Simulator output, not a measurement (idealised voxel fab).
process module | voxel wiring stack
cross-section cut | 275 nm wide | cells 5 nm
A cross-section is a grid of square cells, given in bands from the top down. A band is one or more rows of cells.
Each band's line starts with the height of the band's top and of its bottom, in nm. Then come its materials from left to right, each with its width in nm. One material with "throughout" fills the band from edge to edge. "air" is empty space.
Height 0 is the level under which the wafer as received is all one material. The lowest band goes on downwards, as in "0 down".
A width such as "30 to 40" changes by the same amount from each row of cells to the next, from the band's top row to its bottom row.
"no change" after a step means that no cell of the cross-section changed.
closed voids: empty space of 8 cells or more with no open way to the top, each as width x height at its distance from the left edge, in nm
after a step's settings: what the simulator itself notes on the step
overlay nm, on a step with a mask: how far to the right of its planned place the mask lay; to the left if negative
Each pair below shows a cross-section before one step and the cross-section after it, down to the lowest band that changed. The line under each pair gives the step between them, with its settings. The pairs can come from different runs of this module on the same starting wafer, so a pair continues from the pair above only where its "before" says so.
before
  145 to 125: resist 95 | air 20 | resist 15 | air 20 | resist 15 | air 20 | resist 90
  125 to 110: SiO2 throughout
  110 to 105: SiN throughout
  105 to 95: SiO2 90 | TiN 5 | Ru 5 | TiN 5 | SiO2 55 | TiN 5 | Ru 5 | TiN 5 | SiO2 100
  95 to 90: SiCN 90 | TiN 15 | SiCN 55 | TiN 15 | SiCN 100
  90 to 65: lowk 90 | W 20 | lowk 15 | W 20 | lowk 15 | W 20 | lowk 95
  65 to 60: lowk 90 | TiN 20 | lowk 15 | TiN 20 | lowk 15 | TiN 20 | lowk 95
  60 to 45: SiO2 90 | Ru 15 | SiO2 55 | Ru 15 | SiO2 100
  45 to 40: SiCN 90 | Ru 15 | SiCN 55 | Ru 15 | SiCN 100
  40 to 15: lowk 90 | W 20 | lowk 15 | W 20 | lowk 15 | W 20 | lowk 95
  15 to 10: lowk 90 | TiN 20 | lowk 15 | TiN 20 | lowk 15 | TiN 20 | lowk 95
  10 to 0: SiO2 throughout
  0 down: Si throughout
  closed voids: none
after
  145 to 125: resist 95 | air 20 | resist 15 | air 20 | resist 15 | air 20 | resist 90
  125 to 110: SiO2 95 | air 20 | SiO2 15 | air 20 | SiO2 15 | air 20 | SiO2 90
  below 110: unchanged
  closed voids: none
the step between: op DIRECTIONAL_ETCH | etch materials SiO2 | depth nm 15
before: the cross-section after the pair above
after
  145 to 125: resist 95 | air 20 | resist 15 | air 20 | resist 15 | air 20 | resist 90
  125 to 110: SiO2 95 | air 20 | SiO2 15 | air 20 | SiO2 15 | air 20 | SiO2 90
  110 to 105: SiN 95 | air 20 | SiN 15 | air 20 | SiN 15 | air 20 | SiN 90
  below 105: unchanged
  closed voids: none
the step between: op DIRECTIONAL_ETCH | etch materials SiN | depth nm 5
before: the cross-section after the pair above
after
  125 to 110: SiO2 95 | air 20 | SiO2 15 | air 20 | SiO2 15 | air 20 | SiO2 90
  below 110: unchanged
  closed voids: none
the step between: op STRIP | etch materials resist
before: the cross-section after the pair above
after
  130 to 125: TiN 100 | air 10 | TiN 25 | air 10 | TiN 25 | air 10 | TiN 95
  125 to 110: SiO2 95 | TiN 5 | air 10 | TiN 5 | SiO2 15 | TiN 5 | air 10 | TiN 5 | SiO2 15 | TiN 5 | air 10 | TiN 5 | SiO2 90
  110 to 105: SiN 95 | TiN 20 | SiN 15 | TiN 20 | SiN 15 | TiN 20 | SiN 90
  below 105: unchanged
  closed voids: none
the step between: op CONFORMAL_DEP | material TiN | thk nm 5
before: the cross-section after the pair above
after
  140 to 130: Cu throughout
  130 to 125: TiN 100 | Cu 10 | TiN 25 | Cu 10 | TiN 25 | Cu 10 | TiN 95
  125 to 110: SiO2 95 | TiN 5 | Cu 10 | TiN 5 | SiO2 15 | TiN 5 | Cu 10 | TiN 5 | SiO2 15 | TiN 5 | Cu 10 | TiN 5 | SiO2 90
  below 110: unchanged
  closed voids: none
the step between: op FILL_DEP | material Cu | thk nm 10
before: the cross-section after the pair above
after
  125 to 110: SiO2 95 | TiN 5 | Cu 10 | TiN 5 | SiO2 15 | TiN 5 | Cu 10 | TiN 5 | SiO2 15 | TiN 5 | Cu 10 | TiN 5 | SiO2 90
  below 110: unchanged
  closed voids: none
the step between: op CMP | height nm 125
before: the cross-section after the pair above
after
  130 to 125: air 90 | Ru 30 | air 5 | Ru 30 | air 5 | Ru 30 | air 85
  below 125: unchanged
  closed voids: none
the step between: op EPI | material Ru | thk nm 5
before: the cross-section after the pair above
after
  135 to 130: SiCN throughout
  130 to 125: SiCN 90 | Ru 30 | SiCN 5 | Ru 30 | SiCN 5 | Ru 30 | SiCN 85
  below 125: unchanged
  closed voids: none
the step between: op FILL_DEP | material SiCN | thk nm 5
before
  105 to 95: SiO2 90 | TiN 5 | Ru 5 | TiN 5 | SiO2 55 | TiN 5 | Ru 5 | TiN 5 | SiO2 100
  95 to 90: SiCN 90 | TiN 15 | SiCN 55 | TiN 15 | SiCN 100
  90 to 65: lowk 90 | W 20 | lowk 15 | W 20 | lowk 15 | W 20 | lowk 95
  65 to 60: lowk 90 | TiN 20 | lowk 15 | TiN 20 | lowk 15 | TiN 20 | lowk 95
  60 to 45: SiO2 90 | Ru 15 | SiO2 55 | Ru 15 | SiO2 100
  45 to 40: SiCN 90 | Ru 15 | SiCN 55 | Ru 15 | SiCN 100
  40 to 15: lowk 90 | W 20 | lowk 15 | W 20 | lowk 15 | W 20 | lowk 95
  15 to 10: lowk 90 | TiN 20 | lowk 15 | TiN 20 | lowk 15 | TiN 20 | lowk 95
  10 to 0: SiO2 throughout
  0 down: Si throughout
  closed voids: none
after
  110 to 105: lowk throughout
  below 105: unchanged
  closed voids: none
the step between: op CONFORMAL_DEP | material lowk | thk nm 5
before: the cross-section after the pair above
after
  125 to 110: SiO2 throughout
  below 110: unchanged
  closed voids: none
the step between: op DIRECTIONAL_DEP | material SiO2 | thk nm 15
before: the cross-section after the pair above
after
  145 to 125: resist 90 | air 20 | resist 15 | air 20 | resist 15 | air 20 | resist 95
  below 125: unchanged
  closed voids: none
the step between: op PATTERN | tone open | mask id METAL_3 | material resist | width nm 20 | pitch nm 35 | thk nm 20 | overlay nm 0
before: the cross-section after the pair above
after
  145 to 125: resist 90 | air 20 | resist 15 | air 20 | resist 15 | air 20 | resist 95
  125 to 110: SiO2 90 | air 20 | SiO2 15 | air 20 | SiO2 15 | air 20 | SiO2 95
  below 110: unchanged
  closed voids: none
the step between: op DIRECTIONAL_ETCH | etch materials SiO2 | depth nm 15
before: the cross-section after the pair above
after
  125 to 110: SiO2 90 | air 20 | SiO2 15 | air 20 | SiO2 15 | air 20 | SiO2 95
  below 110: unchanged
  closed voids: none
the step between: op STRIP | etch materials resist
before: the cross-section after the pair above
after
  130 to 125: TiN 95 | air 10 | TiN 25 | air 10 | TiN 25 | air 10 | TiN 100
  125 to 115: SiO2 90 | TiN 5 | air 10 | TiN 5 | SiO2 15 | TiN 5 | air 10 | TiN 5 | SiO2 15 | TiN 5 | air 10 | TiN 5 | SiO2 95
  115 to 110: SiO2 90 | TiN 20 | SiO2 15 | TiN 20 | SiO2 15 | TiN 20 | SiO2 95
  below 110: unchanged
  closed voids: none
the step between: op CONFORMAL_DEP | material TiN | thk nm 5
before: the cross-section after the pair above
after
  140 to 130: Cu throughout
  130 to 125: TiN 95 | Cu 10 | TiN 25 | Cu 10 | TiN 25 | Cu 10 | TiN 100
  125 to 115: SiO2 90 | TiN 5 | Cu 10 | TiN 5 | SiO2 15 | TiN 5 | Cu 10 | TiN 5 | SiO2 15 | TiN 5 | Cu 10 | TiN 5 | SiO2 95
  below 115: unchanged
  closed voids: none
the step between: op FILL_DEP | material Cu | thk nm 10
before: the cross-section after the pair above
after
  125 to 115: SiO2 90 | TiN 5 | Cu 10 | TiN 5 | SiO2 15 | TiN 5 | Cu 10 | TiN 5 | SiO2 15 | TiN 5 | Cu 10 | TiN 5 | SiO2 95
  below 115: unchanged
  closed voids: none
the step between: op CMP | height nm 125
before: the cross-section after the pair above
after
  130 to 125: air 85 | Ru 30 | air 5 | Ru 30 | air 5 | Ru 30 | air 90
  below 125: unchanged
  closed voids: none
the step between: op EPI | material Ru | thk nm 5
before: the cross-section after the pair above
after
  135 to 130: SiCN throughout
  130 to 125: SiCN 85 | Ru 30 | SiCN 5 | Ru 30 | SiCN 5 | Ru 30 | SiCN 90
  below 125: unchanged
  closed voids: none
the step between: op FILL_DEP | material SiCN | thk nm 5
before
  60 to 45: SiO2 throughout
  45 to 40: SiCN throughout
  40 to 15: lowk 90 | W 20 | lowk 15 | W 20 | lowk 15 | W 20 | lowk 95
  15 to 10: lowk 90 | TiN 20 | lowk 15 | TiN 20 | lowk 15 | TiN 20 | lowk 95
  10 to 0: SiO2 throughout
  0 down: Si throughout
  closed voids: none
after
  80 to 60: air 90 | resist 15 | air 55 | resist 15 | air 100
  below 60: unchanged
  closed voids: none
the step between: op PATTERN | tone cover | mask id PLUG_1 | material resist | width nm 15 | pitch nm 70 | thk nm 20 | overlay nm 0
before: the cross-section after the pair above
after
  80 to 60: air 90 | resist 15 | air 55 | resist 15 | air 100
  60 to 45: air 90 | SiO2 15 | air 55 | SiO2 15 | air 100
  below 45: unchanged
  closed voids: none
the step between: op DIRECTIONAL_ETCH | etch materials SiO2 | depth nm 15
before: the cross-section after the pair above
after
  80 to 60: air 90 | resist 15 | air 55 | resist 15 | air 100
  60 to 45: air 90 | SiO2 15 | air 55 | SiO2 15 | air 100
  45 to 40: air 90 | SiCN 15 | air 55 | SiCN 15 | air 100
  below 40: unchanged
  closed voids: none
the step between: op DIRECTIONAL_ETCH | etch materials SiCN | depth nm 5
before: the cross-section after the pair above
after
  60 to 45: air 90 | SiO2 15 | air 55 | SiO2 15 | air 100
  below 45: unchanged
  closed voids: none
the step between: op STRIP | etch materials resist
before: the cross-section after the pair above
after
  60 to 50: air 90 | SiO2 15 | air 55 | SiO2 15 | air 100
  50 to 45: air 90 | SiO2 15 | Ru 50 | air 5 | SiO2 15 | Ru 15 | air 85
  45 to 40: air 90 | SiCN 15 | Ru 50 | air 5 | SiCN 15 | Ru 15 | air 85
  below 40: unchanged
  closed voids: none
the step between: op EPI | material Ru | thk nm 10
before: the cross-section after the pair above
after
  60 to 45: air 90 | SiO2 15 | Ru 55 | SiO2 15 | Ru 25 | air 75
  45 to 40: air 90 | SiCN 15 | Ru 55 | SiCN 15 | Ru 25 | air 75
  below 40: unchanged
  closed voids: none
the step between: op EPI | material Ru | thk nm 10
before: the cross-section after the pair above
after
  65 to 60: air 90 | TiN 110 | air 75
  60 to 45: air 90 | SiO2 15 | Ru 55 | SiO2 15 | Ru 25 | air 75
  45 to 40: TiN 90 | SiCN 15 | Ru 55 | SiCN 15 | Ru 25 | TiN 75
  below 40: unchanged
  closed voids: none
the step between: op DIRECTIONAL_DEP | material TiN | thk nm 5
before: the cross-section after the pair above
after
  90 to 70: air 90 | W 110 | air 75
  70 to 65: W throughout
  65 to 60: W 90 | TiN 110 | W 75
  60 to 45: W 90 | SiO2 15 | Ru 55 | SiO2 15 | Ru 25 | W 75
  below 45: unchanged
  closed voids: none
the step between: op DIRECTIONAL_DEP | material W | thk nm 25
before: the cross-section after the pair above
after
  105 to 90: air 90 | aC 110 | air 75
  90 to 85: air 90 | W 110 | air 75
  85 to 70: aC 90 | W 110 | aC 75
  below 70: unchanged
  closed voids: none
the step between: op DIRECTIONAL_DEP | material aC | thk nm 15
before: the cross-section after the pair above
after
  135 to 105: air 90 | resist 20 | air 15 | resist 20 | air 15 | resist 20 | air 95
  below 105: unchanged
  closed voids: none
the step between: op PATTERN | tone cover | mask id METAL_2 | material resist | width nm 20 | pitch nm 35 | thk nm 30 | overlay nm 0
before: the cross-section after the pair above
after
  120 to 105: air 90 | resist 20 | air 15 | resist 20 | air 15 | resist 20 | air 95
  105 to 90: air 90 | aC 20 | air 15 | aC 20 | air 15 | aC 20 | air 95
  90 to 70: air 90 | W 110 | air 75
  below 70: unchanged
  closed voids: none
the step between: op DIRECTIONAL_ETCH | etch materials aC | depth nm 15
before: the cross-section after the pair above
after
  105 to 90: air 90 | aC 20 | air 15 | aC 20 | air 15 | aC 20 | air 95
  below 90: unchanged
  closed voids: none
the step between: op STRIP | etch materials resist
before: the cross-section after the pair above
after
  105 to 90: air 90 | aC 20 | air 15 | aC 20 | air 15 | aC 20 | air 95
  90 to 65: air 90 | W 20 | air 15 | W 20 | air 15 | W 20 | air 95
  65 to 60: air 90 | TiN 110 | air 75
  60 to 45: air 90 | SiO2 15 | Ru 55 | SiO2 15 | Ru 25 | air 75
  below 45: unchanged
  closed voids: none
the step between: op DIRECTIONAL_ETCH | etch materials W | depth nm 25
before: the cross-section after the pair above
after
  105 to 90: air 90 | aC 20 | air 15 | aC 20 | air 15 | aC 20 | air 95
  90 to 65: air 90 | W 20 | air 15 | W 20 | air 15 | W 20 | air 95
  65 to 60: air 90 | TiN 20 | air 15 | TiN 20 | air 15 | TiN 20 | air 95
  60 to 45: air 90 | SiO2 15 | Ru 55 | SiO2 15 | Ru 25 | air 75
  45 to 40: air 90 | SiCN 15 | Ru 55 | SiCN 15 | Ru 25 | air 75
  below 40: unchanged
  closed voids: none
the step between: op DIRECTIONAL_ETCH | etch materials TiN | depth nm 5
before: the cross-section after the pair above
after
  90 to 65: air 90 | W 20 | air 15 | W 20 | air 15 | W 20 | air 95
  below 65: unchanged
  closed voids: none
the step between: op STRIP | etch materials aC
before: the cross-section after the pair above
after
  95 to 90: lowk throughout
  90 to 65: lowk 90 | W 20 | lowk 15 | W 20 | lowk 15 | W 20 | lowk 95
  65 to 60: lowk 90 | TiN 20 | lowk 15 | TiN 20 | lowk 15 | TiN 20 | lowk 95
  60 to 45: lowk 90 | SiO2 15 | Ru 55 | SiO2 15 | Ru 25 | lowk 75
  45 to 40: lowk 90 | SiCN 15 | Ru 55 | SiCN 15 | Ru 25 | lowk 75
  below 40: unchanged
  closed voids: none
the step between: op FILL_DEP | material lowk | thk nm 5
before: the cross-section after the pair above
after
  90 to 65: lowk 90 | W 20 | lowk 15 | W 20 | lowk 15 | W 20 | lowk 95
  below 65: unchanged
  closed voids: none
the step between: op CMP | height nm 90
before: the cross-section after the pair above
after
  95 to 90: SiCN throughout
  below 90: unchanged
  closed voids: none
the step between: op CONFORMAL_DEP | material SiCN | thk nm 5
before: the cross-section after the pair above
after
  105 to 95: SiO2 throughout
  below 95: unchanged
  closed voids: none
the step between: op DIRECTIONAL_DEP | material SiO2 | thk nm 10
before: the cross-section after the pair above
after
  115 to 105: aC throughout
  below 105: unchanged
  closed voids: none
the step between: op DIRECTIONAL_DEP | material aC | thk nm 10
before: the cross-section after the pair above
after
  140 to 115: resist 90 | air 15 | resist 55 | air 15 | resist 100
  below 115: unchanged
  closed voids: none
the step between: op PATTERN | tone open | mask id PLUG_2 | material resist | width nm 15 | pitch nm 70 | thk nm 25 | overlay nm 0
before: the cross-section after the pair above
after
  130 to 115: resist 90 | air 15 | resist 55 | air 15 | resist 100
  115 to 105: aC 90 | air 15 | aC 55 | air 15 | aC 100
  below 105: unchanged
  closed voids: none
the step between: op DIRECTIONAL_ETCH | etch materials aC | depth nm 10
before: the cross-section after the pair above
after
  115 to 105: aC 90 | air 15 | aC 55 | air 15 | aC 100
  below 105: unchanged
  closed voids: none
the step between: op STRIP | etch materials resist
before: the cross-section after the pair above
after
  115 to 105: aC 90 | air 15 | aC 55 | air 15 | aC 100
  105 to 95: SiO2 90 | air 15 | SiO2 55 | air 15 | SiO2 100
  below 95: unchanged
  closed voids: none
the step between: op DIRECTIONAL_ETCH | etch materials SiO2 | depth nm 10
before: the cross-section after the pair above
after
  115 to 105: aC 90 | air 15 | aC 55 | air 15 | aC 100
  105 to 95: SiO2 90 | air 15 | SiO2 55 | air 15 | SiO2 100
  95 to 90: SiCN 90 | air 15 | SiCN 55 | air 15 | SiCN 100
  below 90: unchanged
  closed voids: none
the step between: op DIRECTIONAL_ETCH | etch materials SiCN | depth nm 5
before: the cross-section after the pair above
after
  105 to 95: SiO2 90 | air 15 | SiO2 55 | air 15 | SiO2 100
  below 95: unchanged
  closed voids: none
the step between: op STRIP | etch materials aC
before: the cross-section after the pair above
after
  110 to 105: TiN 95 | air 5 | TiN 65 | air 5 | TiN 105
  105 to 95: SiO2 90 | TiN 5 | air 5 | TiN 5 | SiO2 55 | TiN 5 | air 5 | TiN 5 | SiO2 100
  95 to 90: SiCN 90 | TiN 15 | SiCN 55 | TiN 15 | SiCN 100
  below 90: unchanged
  closed voids: none
the step between: op CONFORMAL_DEP | material TiN | thk nm 5
before: the cross-section after the pair above
after
  115 to 110: Ru throughout
  110 to 105: TiN 95 | Ru 5 | TiN 65 | Ru 5 | TiN 105
  105 to 95: SiO2 90 | TiN 5 | Ru 5 | TiN 5 | SiO2 55 | TiN 5 | Ru 5 | TiN 5 | SiO2 100
  below 95: unchanged
  closed voids: none
the step between: op FILL_DEP | material Ru | thk nm 5
before: the cross-section after the pair above
after
  105 to 95: SiO2 90 | TiN 5 | Ru 5 | TiN 5 | SiO2 55 | TiN 5 | Ru 5 | TiN 5 | SiO2 100
  below 95: unchanged
  closed voids: none
the step between: op CMP | height nm 105
before: the cross-section after the pair above
after
  110 to 105: SiN throughout
  below 105: unchanged
  closed voids: none
the step between: op CONFORMAL_DEP | material SiN | thk nm 5
before: the cross-section after the pair above
after
  125 to 110: SiO2 throughout
  below 110: unchanged
  closed voids: none
the step between: op DIRECTIONAL_DEP | material SiO2 | thk nm 15
before: the cross-section after the pair above
after
  145 to 125: resist 90 | air 20 | resist 15 | air 20 | resist 15 | air 20 | resist 95
  below 125: unchanged
  closed voids: none
the step between: op PATTERN | tone open | mask id METAL_3 | material resist | width nm 20 | pitch nm 35 | thk nm 20 | overlay nm 0
before: the cross-section after the pair above
after
  145 to 125: resist 90 | air 20 | resist 15 | air 20 | resist 15 | air 20 | resist 95
  125 to 110: SiO2 90 | air 20 | SiO2 15 | air 20 | SiO2 15 | air 20 | SiO2 95
  below 110: unchanged
  closed voids: none
the step between: op DIRECTIONAL_ETCH | etch materials SiO2 | depth nm 15
before: the cross-section after the pair above
after
  145 to 125: resist 90 | air 20 | resist 15 | air 20 | resist 15 | air 20 | resist 95
  125 to 110: SiO2 90 | air 20 | SiO2 15 | air 20 | SiO2 15 | air 20 | SiO2 95
  110 to 105: SiN 90 | air 20 | SiN 15 | air 20 | SiN 15 | air 20 | SiN 95
  below 105: unchanged
  closed voids: none
the step between: op DIRECTIONAL_ETCH | etch materials SiN | depth nm 5
before: the cross-section after the pair above
after
  125 to 110: SiO2 90 | air 20 | SiO2 15 | air 20 | SiO2 15 | air 20 | SiO2 95
  below 110: unchanged
  closed voids: none
the step between: op STRIP | etch materials resist
before: the cross-section after the pair above
after
  130 to 125: TiN 95 | air 10 | TiN 25 | air 10 | TiN 25 | air 10 | TiN 100
  125 to 110: SiO2 90 | TiN 5 | air 10 | TiN 5 | SiO2 15 | TiN 5 | air 10 | TiN 5 | SiO2 15 | TiN 5 | air 10 | TiN 5 | SiO2 95
  110 to 105: SiN 90 | TiN 20 | SiN 15 | TiN 20 | SiN 15 | TiN 20 | SiN 95
  below 105: unchanged
  closed voids: none
the step between: op CONFORMAL_DEP | material TiN | thk nm 5
before: the cross-section after the pair above
after
  140 to 130: Cu throughout
  130 to 125: TiN 95 | Cu 10 | TiN 25 | Cu 10 | TiN 25 | Cu 10 | TiN 100
  125 to 110: SiO2 90 | TiN 5 | Cu 10 | TiN 5 | SiO2 15 | TiN 5 | Cu 10 | TiN 5 | SiO2 15 | TiN 5 | Cu 10 | TiN 5 | SiO2 95
  below 110: unchanged
  closed voids: none
the step between: op FILL_DEP | material Cu | thk nm 10
before: the cross-section after the pair above
after
  125 to 110: SiO2 90 | TiN 5 | Cu 10 | TiN 5 | SiO2 15 | TiN 5 | Cu 10 | TiN 5 | SiO2 15 | TiN 5 | Cu 10 | TiN 5 | SiO2 95
  below 110: unchanged
  closed voids: none
the step between: op CMP | height nm 125
before: the cross-section after the pair above
after
  130 to 125: air 85 | Ru 30 | air 5 | Ru 30 | air 5 | Ru 30 | air 90
  below 125: unchanged
  closed voids: none
the step between: op EPI | material Ru | thk nm 5
before: the cross-section after the pair above
after
  135 to 130: SiCN throughout
  130 to 125: SiCN 85 | Ru 30 | SiCN 5 | Ru 30 | SiCN 5 | Ru 30 | SiCN 90
  below 125: unchanged
  closed voids: none
the step between: op FILL_DEP | material SiCN | thk nm 5
